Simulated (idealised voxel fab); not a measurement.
Proc. module: voxel transistor to metal
Cross-sectional view cut (width: 200 nm; square cell size: 5 nm).
Just so we're on the same page, the cross-sections are grids of square cells, and they're listed out in bands top to bottom, each band one or more rows deep. Heads up on the band format: heights come first, top then bottom, in nm. After that it's the materials left to right, each with its width in nm. A single material flagged "edge to edge" fills the whole band edge to edge, and "blank" means there's empty space there. Ref level 0: as-received wafer is one material below here. Bottom band extends down with no lower bound ("0 nm and below"). Per-row width for "30..40": begins at first number (top row of band), ends at second number (bottom row), increment between rows held constant. Step note "all unchanged" = no cross-section cell changed. The entry "Sealed internal cavities" lists the empty spaces that cover at least 8 cells and have no open path to the top. Each is written as width x height at distance, where the distance is measured from the left edge and all three values are in nm. What comes after the settings on a step's line is commentary from the simulator itself on that step. "overlay nm" denotes, for a step that has a mask, the displacement of the mask to the right of its planned place, with negative values corresponding to the left. Quick note on how to read the rest: it's all pairs. You get the cross-section before a process step and the one after, but the after one only goes down as far as the lowest band that changed. The step in between, with its settings, sits under the pair. Heads up, the pairs can come from different runs of this module on the same starting wafer, so don't assume a pair picks up from the one above unless its "State before" entry says it does.
## State before
* 60 nm to 45 nm | aC: 55, then blank: 30, then aC: 30, then blank: 30, then aC: 55
* 45 nm to 35 nm | SiO2 edge to edge
* 35 nm to 20 nm | SiO2: 90, then SiCN: 20, then SiO2: 90
* 20 nm to 10 nm | SiO2: 90, then polySi: 20, then SiO2: 90
* 10 nm to 0 nm | SiO2: 70, then pSi: 15, then SiO2: 5, then polySi: 20, then SiO2: 5, then pSi: 15, then SiO2: 70
* 0 nm to -5 nm | SiO2: 50, then pSi: 35, then SiO2: 30, then pSi: 35, then SiO2: 50
* -5 nm to -15 nm | SiO2: 55, then pSi: 30, then Si: 30, then pSi: 30, then SiO2: 55
* -15 nm to -35 nm | SiO2: 55, then Si: 90, then SiO2: 55
* -35 nm and below | Si edge to edge
* Sealed internal cavities: none
## after
* 60 nm to 45 nm | aC: 55, then blank: 30, then aC: 30, then blank: 30, then aC: 55
* 45 nm to 35 nm | SiO2: 55, then blank: 30, then SiO2: 30, then blank: 30, then SiO2: 55
* 35 nm to 20 nm | SiO2: 55, then blank: 30, then SiO2: 5, then SiCN: 20, then SiO2: 5, then blank: 30, then SiO2: 55
* 20 nm to 10 nm | SiO2: 55, then blank: 30, then SiO2: 5, then polySi: 20, then SiO2: 5, then blank: 30, then SiO2: 55
* 10 nm to 0 nm | SiO2: 55, then blank: 15, then pSi: 15, then SiO2: 5, then polySi: 20, then SiO2: 5, then pSi: 15, then blank: 15, then SiO2: 55
* Everything under 0 stays put, no change at all.
* Sealed internal cavities: none
What was done to get from the before section above to the after section? DIRECTIONAL_ETCH, etch materials SiO2, depth nm 45
State before: This step starts from the configuration shown after the step in the pair immediately above.
## after
* 45 nm to 35 nm | SiO2: 55, then blank: 30, then SiO2: 30, then blank: 30, then SiO2: 55
* Everything under 35 stays put, no change at all.
* Sealed internal cavities: none
What was done to get from the before section above to the after section? STRIP, etch materials aC
State before: This step starts from the configuration shown after the step in the pair immediately above.
## after
* 50 nm to 45 nm | TiN: 60, then blank: 20, then TiN: 40, then blank: 20, then TiN: 60
* 45 nm to 35 nm | SiO2: 55, then TiN: 5, then blank: 20, then TiN: 5, then SiO2: 30, then TiN: 5, then blank: 20, then TiN: 5, then SiO2: 55
* 35 nm to 20 nm | SiO2: 55, then TiN: 5, then blank: 20, then TiN: 5, then SiO2: 5, then SiCN: 20, then SiO2: 5, then TiN: 5, then blank: 20, then TiN: 5, then SiO2: 55
* 20 nm to 10 nm | SiO2: 55, then TiN: 5, then blank: 20..5, then TiN: 5..20, then SiO2: 5, then polySi: 20, then SiO2: 5, then TiN: 5..20, then blank: 20..5, then TiN: 5, then SiO2: 55
* 10 nm to 5 nm | SiO2: 55, then TiN: 5, then blank: 5, then TiN: 5, then pSi: 15, then SiO2: 5, then polySi: 20, then SiO2: 5, then pSi: 15, then TiN: 5, then blank: 5, then TiN: 5, then SiO2: 55
* 5 nm to 0 nm | SiO2: 55, then TiN: 15, then pSi: 15, then SiO2: 5, then polySi: 20, then SiO2: 5, then pSi: 15, then TiN: 15, then SiO2: 55
* Everything under 0 stays put, no change at all.
* Sealed internal cavities: none
What was done to get from the before section above to the after section? CONFORMAL_DEP, material TiN, thk nm 5
State before: This step starts from the configuration shown after the step in the pair immediately above.
## after
* 60 nm to 50 nm | Ru edge to edge
* 50 nm to 45 nm | TiN: 60, then Ru: 20, then TiN: 40, then Ru: 20, then TiN: 60
* 45 nm to 35 nm | SiO2: 55, then TiN: 5, then Ru: 20, then TiN: 5, then SiO2: 30, then TiN: 5, then Ru: 20, then TiN: 5, then SiO2: 55
* 35 nm to 20 nm | SiO2: 55, then TiN: 5, then Ru: 20, then TiN: 5, then SiO2: 5, then SiCN: 20, then SiO2: 5, then TiN: 5, then Ru: 20, then TiN: 5, then SiO2: 55
* 20 nm to 10 nm | SiO2: 55, then TiN: 5, then Ru: 20..5, then TiN: 5..20, then SiO2: 5, then polySi: 20, then SiO2: 5, then TiN: 5..20, then Ru: 20..5, then TiN: 5, then SiO2: 55
* 10 nm to 5 nm | SiO2: 55, then TiN: 5, then Ru: 5, then TiN: 5, then pSi: 15, then SiO2: 5, then polySi: 20, then SiO2: 5, then pSi: 15, then TiN: 5, then Ru: 5, then TiN: 5, then SiO2: 55
* Everything under 5 stays put, no change at all.
* Sealed internal cavities: none
What was done to get from the before section above to the after section? FILL_DEP, material Ru, thk nm 10
State before: This step starts from the configuration shown after the step in the pair immediately above.
## after
* 45 nm to 35 nm | SiO2: 55, then TiN: 5, then Ru: 20, then TiN: 5, then SiO2: 30, then TiN: 5, then Ru: 20, then TiN: 5, then SiO2: 55
* Everything under 35 stays put, no change at all.
* Sealed internal cavities: none
What was done to get from the before section above to the after section? CMP, height nm 45
State before: This step starts from the configuration shown after the step in the pair immediately above.
## after
* 50 nm to 45 nm | TiN edge to edge
* Everything under 45 stays put, no change at all.
* Sealed internal cavities: none
What was done to get from the before section above to the after section? DIRECTIONAL_DEP, material TiN, thk nm 5
State before: This step starts from the configuration shown after the step in the pair immediately above.
## after
* 65 nm to 50 nm | W edge to edge
* Everything under 50 stays put, no change at all.
* Sealed internal cavities: none
What was done to get from the before section above to the after section? DIRECTIONAL_DEP, material W, thk nm 15
State before: This step starts from the configuration shown after the step in the pair immediately above.
## after
* 80 nm to 65 nm | blank: 55, then resist: 20, then blank: 50, then resist: 20, then blank: 55
* Everything under 65 stays put, no change at all.
* Sealed internal cavities: none
What was done to get from the before section above to the after section? PATTERN, tone cover, mask id METAL_1, material resist, width nm 20, pitch nm 70, thk nm 15, overlay nm 0
State before: This step starts from the configuration shown after the step in the pair immediately above.
## after
* 80 nm to 65 nm | blank: 55, then resist: 20, then blank: 50, then resist: 20, then blank: 55
* 65 nm to 50 nm | blank: 55, then W: 20, then blank: 50, then W: 20, then blank: 55
* Everything under 50 stays put, no change at all.
* Sealed internal cavities: none
What was done to get from the before section above to the after section? DIRECTIONAL_ETCH, etch materials W, depth nm 15
State before: This step starts from the configuration shown after the step in the pair immediately above.
## after
* 80 nm to 65 nm | blank: 55, then resist: 20, then blank: 50, then resist: 20, then blank: 55
* 65 nm to 50 nm | blank: 55, then W: 20, then blank: 50, then W: 20, then blank: 55
* 50 nm to 45 nm | blank: 55, then TiN: 20, then blank: 50, then TiN: 20, then blank: 55
* Everything under 45 stays put, no change at all.
* Sealed internal cavities: none
What was done to get from the before section above to the after section? DIRECTIONAL_ETCH, etch materials TiN, depth nm 5
State before: This step starts from the configuration shown after the step in the pair immediately above.
## after
* 65 nm to 50 nm | blank: 55, then W: 20, then blank: 50, then W: 20, then blank: 55
* Everything under 50 stays put, no change at all.
* Sealed internal cavities: none
What was done to get from the before section above to the after section? STRIP, etch materials resist
State before: This step starts from the configuration shown after the step in the pair immediately above.
## after
* 70 nm to 65 nm | lowk edge to edge
* 65 nm to 50 nm | lowk: 55, then W: 20, then lowk: 50, then W: 20, then lowk: 55
* 50 nm to 45 nm | lowk: 55, then TiN: 20, then lowk: 50, then TiN: 20, then lowk: 55
* Everything under 45 stays put, no change at all.
* Sealed internal cavities: none
What was done to get from the before section above to the after section? FILL_DEP, material lowk, thk nm 5
State before: This step starts from the configuration shown after the step in the pair immediately above.
## after
* 65 nm to 50 nm | lowk: 55, then W: 20, then lowk: 50, then W: 20, then lowk: 55
* Everything under 50 stays put, no change at all.
* Sealed internal cavities: none
What was done to get from the before section above to the after section? CMP, height nm 65
State before: This step starts from the configuration shown after the step in the pair immediately above.
## after
* 70 nm to 65 nm | SiCN edge to edge
* Everything under 65 stays put, no change at all.
* Sealed internal cavities: none
What was done to get from the before section above to the after section? CONFORMAL_DEP, material SiCN, thk nm 5
State before: This step starts from the configuration shown after the step in the pair immediately above.
## after
* 100 nm to 70 nm | lowk edge to edge
* Everything under 70 stays put, no change at all.
* Sealed internal cavities: none
What was done to get from the before section above to the after section? DIRECTIONAL_DEP, material lowk, thk nm 30
State before: This step starts from the configuration shown after the step in the pair immediately above.
## after
* 100 nm to 70 nm | lowk: 55, then blank: 15, then lowk: 55, then blank: 15, then lowk: 60
* Everything under 70 stays put, no change at all.
* Sealed internal cavities: none
What was done to get from the before section above to the after section? MASKED_ETCH, tone open, mask id METAL_2_HOLES, width nm 15, pitch nm 70, etch materials lowk, depth nm 30, overlay nm 0
State before: This step starts from the configuration shown after the step in the pair immediately above.
## after
* 100 nm to 80 nm | lowk: 55, then blank: 20, then lowk: 50, then blank: 20, then lowk: 55
* Everything under 80 stays put, no change at all.
* Sealed internal cavities: none
What was done to get from the before section above to the after section? MASKED_ETCH, tone open, mask id METAL_2, width nm 20, pitch nm 70, etch materials lowk, depth nm 20, overlay nm 0
State before: This step starts from the configuration shown after the step in the pair immediately above.
## after
* 100 nm to 80 nm | lowk: 55, then blank: 20, then lowk: 50, then blank: 20, then lowk: 55
* 80 nm to 70 nm | lowk: 55, then blank: 15, then lowk: 55, then blank: 15, then lowk: 60
* 70 nm to 65 nm | SiCN: 55, then blank: 15, then SiCN: 55, then blank: 15, then SiCN: 60
* Everything under 65 stays put, no change at all.
* Sealed internal cavities: none
What was done to get from the before section above to the after section? MASKED_ETCH, tone open, mask id METAL_2, width nm 20, pitch nm 70, etch materials SiCN, depth nm 5, overlay nm 0
State before: This step starts from the configuration shown after the step in the pair immediately above.
## after
* 105 nm to 100 nm | TiN: 60, then blank: 10, then TiN: 60, then blank: 10, then TiN: 60
* 100 nm to 85 nm | lowk: 55, then TiN: 5, then blank: 10, then TiN: 5, then lowk: 50, then TiN: 5, then blank: 10, then TiN: 5, then lowk: 55
* 85 nm to 80 nm | lowk: 55, then TiN: 5, then blank: 5, then TiN: 10, then lowk: 50, then TiN: 5, then blank: 5, then TiN: 10, then lowk: 55
* 80 nm to 70 nm | lowk: 55, then TiN: 5, then blank: 5, then TiN: 5, then lowk: 55, then TiN: 5, then blank: 5, then TiN: 5, then lowk: 60
* 70 nm to 65 nm | SiCN: 55, then TiN: 15, then SiCN: 55, then TiN: 15, then SiCN: 60
* Everything under 65 stays put, no change at all.
* Sealed internal cavities: none
What was done to get from the before section above to the after section? CONFORMAL_DEP, material TiN, thk nm 5
State before: This step starts from the configuration shown after the step in the pair immediately above.
## after
* 110 nm to 105 nm | Ru edge to edge
* 105 nm to 100 nm | TiN: 60, then Ru: 10, then TiN: 60, then Ru: 10, then TiN: 60
* 100 nm to 85 nm | lowk: 55, then TiN: 5, then Ru: 10, then TiN: 5, then lowk: 50, then TiN: 5, then Ru: 10, then TiN: 5, then lowk: 55
* 85 nm to 80 nm | lowk: 55, then TiN: 5, then Ru: 5, then TiN: 10, then lowk: 50, then TiN: 5, then Ru: 5, then TiN: 10, then lowk: 55
* 80 nm to 70 nm | lowk: 55, then TiN: 5, then Ru: 5, then TiN: 5, then lowk: 55, then TiN: 5, then Ru: 5, then TiN: 5, then lowk: 60
* Everything under 70 stays put, no change at all.
* Sealed internal cavities: none
What was done to get from the before section above to the after section? FILL_DEP, material Ru, thk nm 5
State before: This step starts from the configuration shown after the step in the pair immediately above.
## after
* 100 nm to 85 nm | lowk: 55, then TiN: 5, then Ru: 10, then TiN: 5, then lowk: 50, then TiN: 5, then Ru: 10, then TiN: 5, then lowk: 55
* Everything under 85 stays put, no change at all.
* Sealed internal cavities: none
What was done to get from the before section above to the after section? CMP, height nm 100
State before: This step starts from the configuration shown after the step in the pair immediately above.
## after
* 105 nm to 100 nm | SiN edge to edge
* Everything under 100 stays put, no change at all.
* Sealed internal cavities: none
What was done to get from the before section above to the after section? CONFORMAL_DEP, material SiN, thk nm 5
## State before
* 35 nm to 20 nm | blank: 50, then resist: 100, then blank: 50
* 20 nm to 5 nm | blank: 50, then SiN: 100, then blank: 50
* 5 nm to 0 nm | blank: 50, then SiO2: 100, then blank: 50
* 0 nm to -30 nm | blank: 50, then Si: 100, then blank: 50
* -30 nm and below | Si edge to edge
* Sealed internal cavities: none
## after
* 35 nm to 20 nm | blank: 50, then resist: 100, then blank: 50
* 20 nm to 5 nm | blank: 50, then SiN: 100, then blank: 50
* 5 nm to 0 nm | blank: 50, then SiO2: 100, then blank: 50
* 0 nm to -60 nm | blank: 50, then Si: 100, then blank: 50
* Everything under -60 stays put, no change at all.
* Sealed internal cavities: none
What was done to get from the before section above to the after section? DIRECTIONAL_ETCH, etch materials Si, depth nm 30
State before: This step starts from the configuration shown after the step in the pair immediately above.
## after
* 20 nm to 5 nm | blank: 50, then SiN: 100, then blank: 50
* Everything under 5 stays put, no change at all.
* Sealed internal cavities: none
What was done to get from the before section above to the after section? STRIP, etch materials resist
State before: This step starts from the configuration shown after the step in the pair immediately above.
## after
* 20 nm to 5 nm | blank: 50, then SiN: 100, then blank: 50
* 5 nm to 0 nm | blank: 50, then SiO2: 100, then blank: 50
* 0 nm to -60 nm | blank: 50, then SiO2: 5, then Si: 90, then SiO2: 5, then blank: 50
* -60 nm to -65 nm | SiO2: 55, then Si: 90, then SiO2: 55
* Everything under -65 stays put, no change at all.
* Sealed internal cavities: none
What was done to get from the before section above to the after section? OXIDIZE, depth nm 5
State before: This step starts from the configuration shown after the step in the pair immediately above.
## after
* 25 nm to 20 nm | SiO2 edge to edge
* 20 nm to 5 nm | SiO2: 50, then SiN: 100, then SiO2: 50
* 5 nm to 0 nm | SiO2 edge to edge
* 0 nm to -65 nm | SiO2: 55, then Si: 90, then SiO2: 55
* Everything under -65 stays put, no change at all.
* Sealed internal cavities: none
What was done to get from the before section above to the after section? FILL_DEP, material SiO2, thk nm 5
State before: This step starts from the configuration shown after the step in the pair immediately above.
## after
* 20 nm to 5 nm | SiO2: 50, then SiN: 100, then SiO2: 50
* Everything under 5 stays put, no change at all.
* Sealed internal cavities: none
What was done to get from the before section above to the after section? CMP, height nm 20
State before: This step starts from the configuration shown after the step in the pair immediately above.
## after
* 20 nm to 5 nm | blank: 50, then SiN: 100, then blank: 50
* Everything under 5 stays put, no change at all.
* Sealed internal cavities: none
What was done to get from the before section above to the after section? SELECTIVE_ETCH, etch materials SiO2, depth nm 15
State before: This step starts from the configuration shown after the step in the pair immediately above.
## after
* 5 nm to 0 nm | SiO2 edge to edge
* Everything under 0 stays put, no change at all.
* Sealed internal cavities: none
What was done to get from the before section above to the after section? STRIP, etch materials SiN
State before: This step starts from the configuration shown after the step in the pair immediately above.
## after
* 0 nm to -65 nm | SiO2: 55, then Si: 90, then SiO2: 55
* Everything under -65 stays put, no change at all.
* Sealed internal cavities: none
What was done to get from the before section above to the after section? SELECTIVE_ETCH, etch materials SiO2, depth nm 5
State before: This step starts from the configuration shown after the step in the pair immediately above.
## after
* 0 nm to -5 nm | SiO2 edge to edge
* Everything under -5 stays put, no change at all.
* Sealed internal cavities: none
What was done to get from the before section above to the after section? OXIDIZE, depth nm 5
State before: This step starts from the configuration shown after the step in the pair immediately above.
## after
* 20 nm to 0 nm | polySi edge to edge
* Everything under 0 stays put, no change at all.
* Sealed internal cavities: none
What was done to get from the before section above to the after section? DIRECTIONAL_DEP, material polySi, thk nm 20
State before: This step starts from the configuration shown after the step in the pair immediately above.
## after
* 35 nm to 20 nm | SiCN edge to edge
* Everything under 20 stays put, no change at all.
* Sealed internal cavities: none
What was done to get from the before section above to the after section? DIRECTIONAL_DEP, material SiCN, thk nm 15
State before: This step starts from the configuration shown after the step in the pair immediately above.
## after
* 55 nm to 35 nm | blank: 90, then resist: 20, then blank: 90
* Everything under 35 stays put, no change at all.
* Sealed internal cavities: none
What was done to get from the before section above to the after section? PATTERN, tone cover, mask id GATE, material resist, width nm 20, thk nm 20, overlay nm 0
State before: This step starts from the configuration shown after the step in the pair immediately above.
## after
* 55 nm to 35 nm | blank: 90, then resist: 20, then blank: 90
* 35 nm to 20 nm | blank: 90, then SiCN: 20, then blank: 90
* Everything under 20 stays put, no change at all.
* Sealed internal cavities: none
What was done to get from the before section above to the after section? DIRECTIONAL_ETCH, etch materials SiCN, depth nm 25
State before: This step starts from the configuration shown after the step in the pair immediately above.
## after
* 55 nm to 35 nm | blank: 90, then resist: 20, then blank: 90
* 35 nm to 20 nm | blank: 90, then SiCN: 20, then blank: 90
* 20 nm to 0 nm | blank: 90, then polySi: 20, then blank: 90
* Everything under 0 stays put, no change at all.
* Sealed internal cavities: none
What was done to get from the before section above to the after section? DIRECTIONAL_ETCH, etch materials polySi, depth nm 30
State before: This step starts from the configuration shown after the step in the pair immediately above.
## after
* 35 nm to 20 nm | blank: 90, then SiCN: 20, then blank: 90
* Everything under 20 stays put, no change at all.
* Sealed internal cavities: none
What was done to get from the before section above to the after section? STRIP, etch materials resist
State before: This step starts from the configuration shown after the step in the pair immediately above.
## after
* 40 nm to 35 nm | blank: 85, then SiO2: 30, then blank: 85
* 35 nm to 20 nm | blank: 85, then SiO2: 5, then SiCN: 20, then SiO2: 5, then blank: 85
* 20 nm to 5 nm | blank: 85, then SiO2: 5, then polySi: 20, then SiO2: 5, then blank: 85
* 5 nm to 0 nm | SiO2: 90, then polySi: 20, then SiO2: 90
* Everything under 0 stays put, no change at all.
* Sealed internal cavities: none
What was done to get from the before section above to the after section? CONFORMAL_DEP, material SiO2, thk nm 5
State before: This step starts from the configuration shown after the step in the pair immediately above.
## after
* 35 nm to 20 nm | blank: 85, then SiO2: 5, then SiCN: 20, then SiO2: 5, then blank: 85
* 20 nm to 0 nm | blank: 85, then SiO2: 5, then polySi: 20, then SiO2: 5, then blank: 85
* Everything under 0 stays put, no change at all.
* Sealed internal cavities: none
What was done to get from the before section above to the after section? DIRECTIONAL_ETCH, etch materials SiO2, depth nm 5
State before: This step starts from the configuration shown after the step in the pair immediately above.
## after
* 40 nm to 35 nm | blank: 80, then SiN: 40, then blank: 80
* 35 nm to 20 nm | blank: 80, then SiN: 5, then SiO2: 5, then SiCN: 20, then SiO2: 5, then SiN: 5, then blank: 80
* 20 nm to 5 nm | blank: 80, then SiN: 5, then SiO2: 5, then polySi: 20, then SiO2: 5, then SiN: 5, then blank: 80
* 5 nm to 0 nm | SiN: 85, then SiO2: 5, then polySi: 20, then SiO2: 5, then SiN: 85
* Everything under 0 stays put, no change at all.
* Sealed internal cavities: none
What was done to get from the before section above to the after section? CONFORMAL_DEP, material SiN, thk nm 5
State before: This step starts from the configuration shown after the step in the pair immediately above.
## after
* 35 nm to 20 nm | blank: 80, then SiN: 5, then SiO2: 5, then SiCN: 20, then SiO2: 5, then SiN: 5, then blank: 80
* 20 nm to 0 nm | blank: 80, then SiN: 5, then SiO2: 5, then polySi: 20, then SiO2: 5, then SiN: 5, then blank: 80
* Everything under 0 stays put, no change at all.
* Sealed internal cavities: none
What was done to get from the before section above to the after section? DIRECTIONAL_ETCH, etch materials SiN, depth nm 5
State before: This step starts from the configuration shown after the step in the pair immediately above.
## after
* 35 nm to 30 nm | blank: 80, then SiN: 5, then blank: 5, then SiCN: 20, then blank: 5, then SiN: 5, then blank: 80
* 30 nm to 20 nm | blank: 80, then SiN: 5, then SiO2: 5, then SiCN: 20, then SiO2: 5, then SiN: 5, then blank: 80
* 20 nm to 0 nm | blank: 80, then SiN: 5, then SiO2: 5, then polySi: 20, then SiO2: 5, then SiN: 5, then blank: 80
* 0 nm to -5 nm | blank: 80, then SiO2: 40, then blank: 80
* Everything under -5 stays put, no change at all.
* Sealed internal cavities: none
What was done to get from the before section above to the after section? DIRECTIONAL_ETCH, etch materials SiO2, depth nm 5
State before: This step starts from the configuration shown after the step in the pair immediately above.
## after
* 35 nm to 30 nm | blank: 80, then SiN: 5, then blank: 5, then SiCN: 20, then blank: 5, then SiN: 5, then blank: 80
* 30 nm to 20 nm | blank: 80, then SiN: 5, then SiO2: 5, then SiCN: 20, then SiO2: 5, then SiN: 5, then blank: 80
* 20 nm to 0 nm | blank: 80, then SiN: 5, then SiO2: 5, then polySi: 20, then SiO2: 5, then SiN: 5, then blank: 80
* 0 nm to -5 nm | blank: 80, then SiO2: 40, then blank: 80
* -5 nm to -15 nm | SiO2: 55, then blank: 25, then Si: 40, then blank: 25, then SiO2: 55
* Everything under -15 stays put, no change at all.
* Sealed internal cavities: none
What was done to get from the before section above to the after section? DIRECTIONAL_ETCH, etch materials Si, depth nm 10
State before: This step starts from the configuration shown after the step in the pair immediately above.
## after
* 35 nm to 30 nm | blank: 80, then SiN: 5, then blank: 5, then SiCN: 20, then blank: 5, then SiN: 5, then blank: 80
* 30 nm to 20 nm | blank: 80, then SiN: 5, then SiO2: 5, then SiCN: 20, then SiO2: 5, then SiN: 5, then blank: 80
* 20 nm to 10 nm | blank: 80, then SiN: 5, then SiO2: 5, then polySi: 20, then SiO2: 5, then SiN: 5, then blank: 80
* 10 nm to 0 nm | blank: 65, then pSi: 15, then SiN: 5, then SiO2: 5, then polySi: 20, then SiO2: 5, then SiN: 5, then pSi: 15, then blank: 65
* 0 nm to -5 nm | blank: 50, then pSi: 30, then SiO2: 40, then pSi: 30, then blank: 50
* -5 nm to -15 nm | SiO2: 55, then pSi: 25, then Si: 40, then pSi: 25, then SiO2: 55
* Everything under -15 stays put, no change at all.
* Sealed internal cavities: none
What was done to get from the before section above to the after section? EPI, material pSi, thk nm 15
State before: This step starts from the configuration shown after the step in the pair immediately above.
## after
* 40 nm to 35 nm | SiO2 edge to edge
* 35 nm to 20 nm | SiO2: 80, then SiN: 5, then SiO2: 5, then SiCN: 20, then SiO2: 5, then SiN: 5, then SiO2: 80
* 20 nm to 10 nm | SiO2: 80, then SiN: 5, then SiO2: 5, then polySi: 20, then SiO2: 5, then SiN: 5, then SiO2: 80
* 10 nm to 0 nm | SiO2: 65, then pSi: 15, then SiN: 5, then SiO2: 5, then polySi: 20, then SiO2: 5, then SiN: 5, then pSi: 15, then SiO2: 65
* 0 nm to -5 nm | SiO2: 50, then pSi: 30, then SiO2: 40, then pSi: 30, then SiO2: 50
* Everything under -5 stays put, no change at all.
* Sealed internal cavities: none
What was done to get from the before section above to the after section? FILL_DEP, material SiO2, thk nm 5
State before: This step starts from the configuration shown after the step in the pair immediately above.
## after
* 35 nm to 20 nm | SiO2: 80, then SiN: 5, then SiO2: 5, then SiCN: 20, then SiO2: 5, then SiN: 5, then SiO2: 80
* Everything under 20 stays put, no change at all.
* Sealed internal cavities: none
What was done to get from the before section above to the after section? CMP, height nm 35
State before: This step starts from the configuration shown after the step in the pair immediately above.
## after
* 45 nm to 35 nm | SiO2 edge to edge
* Everything under 35 stays put, no change at all.
* Sealed internal cavities: none
What was done to get from the before section above to the after section? DIRECTIONAL_DEP, material SiO2, thk nm 10
State before: This step starts from the configuration shown after the step in the pair immediately above.
## after
* 60 nm to 45 nm | aC edge to edge
* Everything under 45 stays put, no change at all.
* Sealed internal cavities: none
What was done to get from the before section above to the after section? DIRECTIONAL_DEP, material aC, thk nm 15
State before: This step starts from the configuration shown after the step in the pair immediately above.
## after
* 90 nm to 60 nm | resist: 55, then blank: 30, then resist: 30, then blank: 30, then resist: 55
* Everything under 60 stays put, no change at all.
* Sealed internal cavities: none
What was done to get from the before section above to the after section? PATTERN, tone open, mask id CONTACT, material resist, width nm 30, pitch nm 60, thk nm 30, overlay nm 0
State before: This step starts from the configuration shown after the step in the pair immediately above.
## after
* 75 nm to 60 nm | resist: 55, then blank: 30, then resist: 30, then blank: 30, then resist: 55
* 60 nm to 45 nm | aC: 55, then blank: 30, then aC: 30, then blank: 30, then aC: 55
* Everything under 45 stays put, no change at all.
* Sealed internal cavities: none
What was done to get from the before section above to the after section? DIRECTIONAL_ETCH, etch materials aC, depth nm 15
State before: This step starts from the configuration shown after the step in the pair immediately above.
## after
* 60 nm to 45 nm | aC: 55, then blank: 30, then aC: 30, then blank: 30, then aC: 55
* Everything under 45 stays put, no change at all.
* Sealed internal cavities: none
What was done to get from the before section above to the after section? STRIP, etch materials resist
State before: This step starts from the configuration shown after the step in the pair immediately above.
## after
* 60 nm to 45 nm | aC: 55, then blank: 30, then aC: 30, then blank: 30, then aC: 55
* 45 nm to 35 nm | SiO2: 55, then blank: 30, then SiO2: 30, then blank: 30, then SiO2: 55
* 35 nm to 20 nm | SiO2: 55, then blank: 25, then SiN: 5, then SiO2: 5, then SiCN: 20, then SiO2: 5, then SiN: 5, then blank: 25, then SiO2: 55
* 20 nm to 10 nm | SiO2: 55, then blank: 25, then SiN: 5, then SiO2: 5, then polySi: 20, then SiO2: 5, then SiN: 5, then blank: 25, then SiO2: 55
* 10 nm to 0 nm | SiO2: 55, then blank: 10, then pSi: 15, then SiN: 5, then SiO2: 5, then polySi: 20, then SiO2: 5, then SiN: 5, then pSi: 15, then blank: 10, then SiO2: 55
* Everything under 0 stays put, no change at all.
* Sealed internal cavities: none
What was done to get from the before section above to the after section? DIRECTIONAL_ETCH, etch materials SiO2, depth nm 45
State before: This step starts from the configuration shown after the step in the pair immediately above.
## after
* 45 nm to 35 nm | SiO2: 55, then blank: 30, then SiO2: 30, then blank: 30, then SiO2: 55
* Everything under 35 stays put, no change at all.
* Sealed internal cavities: none
What was done to get from the before section above to the after section? STRIP, etch materials aC
State before: This step starts from the configuration shown after the step in the pair immediately above.
## after
* 50 nm to 45 nm | TiN: 60, then blank: 20, then TiN: 40, then blank: 20, then TiN: 60
* 45 nm to 35 nm | SiO2: 55, then TiN: 5, then blank: 20..15, then TiN: 5..10, then SiO2: 30, then TiN: 5..10, then blank: 20..15, then TiN: 5, then SiO2: 55
* 35 nm to 20 nm | SiO2: 55, then TiN: 5, then blank: 15, then TiN: 5, then SiN: 5, then SiO2: 5, then SiCN: 20, then SiO2: 5, then SiN: 5, then TiN: 5, then blank: 15, then TiN: 5, then SiO2: 55
* 20 nm to 15 nm | SiO2: 55, then TiN: 5, then blank: 15, then TiN: 5, then SiN: 5, then SiO2: 5, then polySi: 20, then SiO2: 5, then SiN: 5, then TiN: 5, then blank: 15, then TiN: 5, then SiO2: 55
* 15 nm to 10 nm | SiO2: 55, then TiN: 25, then SiN: 5, then SiO2: 5, then polySi: 20, then SiO2: 5, then SiN: 5, then TiN: 25, then SiO2: 55
* 10 nm to 0 nm | SiO2: 55, then TiN: 10, then pSi: 15, then SiN: 5, then SiO2: 5, then polySi: 20, then SiO2: 5, then SiN: 5, then pSi: 15, then TiN: 10, then SiO2: 55
* Everything under 0 stays put, no change at all.
* Sealed internal cavities: none
What was done to get from the before section above to the after section? CONFORMAL_DEP, material TiN, thk nm 5
State before: This step starts from the configuration shown after the step in the pair immediately above.
## after
* 60 nm to 50 nm | Ru edge to edge
* 50 nm to 45 nm | TiN: 60, then Ru: 20, then TiN: 40, then Ru: 20, then TiN: 60
* 45 nm to 35 nm | SiO2: 55, then TiN: 5, then Ru: 20..15, then TiN: 5..10, then SiO2: 30, then TiN: 5..10, then Ru: 20..15, then TiN: 5, then SiO2: 55
* 35 nm to 20 nm | SiO2: 55, then TiN: 5, then Ru: 15, then TiN: 5, then SiN: 5, then SiO2: 5, then SiCN: 20, then SiO2: 5, then SiN: 5, then TiN: 5, then Ru: 15, then TiN: 5, then SiO2: 55
* 20 nm to 15 nm | SiO2: 55, then TiN: 5, then Ru: 15, then TiN: 5, then SiN: 5, then SiO2: 5, then polySi: 20, then SiO2: 5, then SiN: 5, then TiN: 5, then Ru: 15, then TiN: 5, then SiO2: 55
* Everything under 15 stays put, no change at all.
* Sealed internal cavities: none
What was done to get from the before section above to the after section? FILL_DEP, material Ru, thk nm 10
State before: This step starts from the configuration shown after the step in the pair immediately above.
## after
* 45 nm to 35 nm | SiO2: 55, then TiN: 5, then Ru: 20..15, then TiN: 5..10, then SiO2: 30, then TiN: 5..10, then Ru: 20..15, then TiN: 5, then SiO2: 55
* Everything under 35 stays put, no change at all.
* Sealed internal cavities: none
What was done to get from the before section above to the after section? CMP, height nm 45
State before: This step starts from the configuration shown after the step in the pair immediately above.
## after
* 50 nm to 45 nm | TiN edge to edge
* Everything under 45 stays put, no change at all.
* Sealed internal cavities: none
What was done to get from the before section above to the after section? DIRECTIONAL_DEP, material TiN, thk nm 5
State before: This step starts from the configuration shown after the step in the pair immediately above.
## after
* 65 nm to 50 nm | W edge to edge
* Everything under 50 stays put, no change at all.
* Sealed internal cavities: none
What was done to get from the before section above to the after section? DIRECTIONAL_DEP, material W, thk nm 15
State before: This step starts from the configuration shown after the step in the pair immediately above.
## after
* 80 nm to 65 nm | blank: 55, then resist: 20, then blank: 50, then resist: 20, then blank: 55
* Everything under 65 stays put, no change at all.
* Sealed internal cavities: none
What was done to get from the before section above to the after section? PATTERN, tone cover, mask id METAL_1, material resist, width nm 20, pitch nm 70, thk nm 15, overlay nm 0
State before: This step starts from the configuration shown after the step in the pair immediately above.
## after
* 80 nm to 65 nm | blank: 55, then resist: 20, then blank: 50, then resist: 20, then blank: 55
* 65 nm to 50 nm | blank: 55, then W: 20, then blank: 50, then W: 20, then blank: 55
* Everything under 50 stays put, no change at all.
* Sealed internal cavities: none
What was done to get from the before section above to the after section? DIRECTIONAL_ETCH, etch materials W, depth nm 15
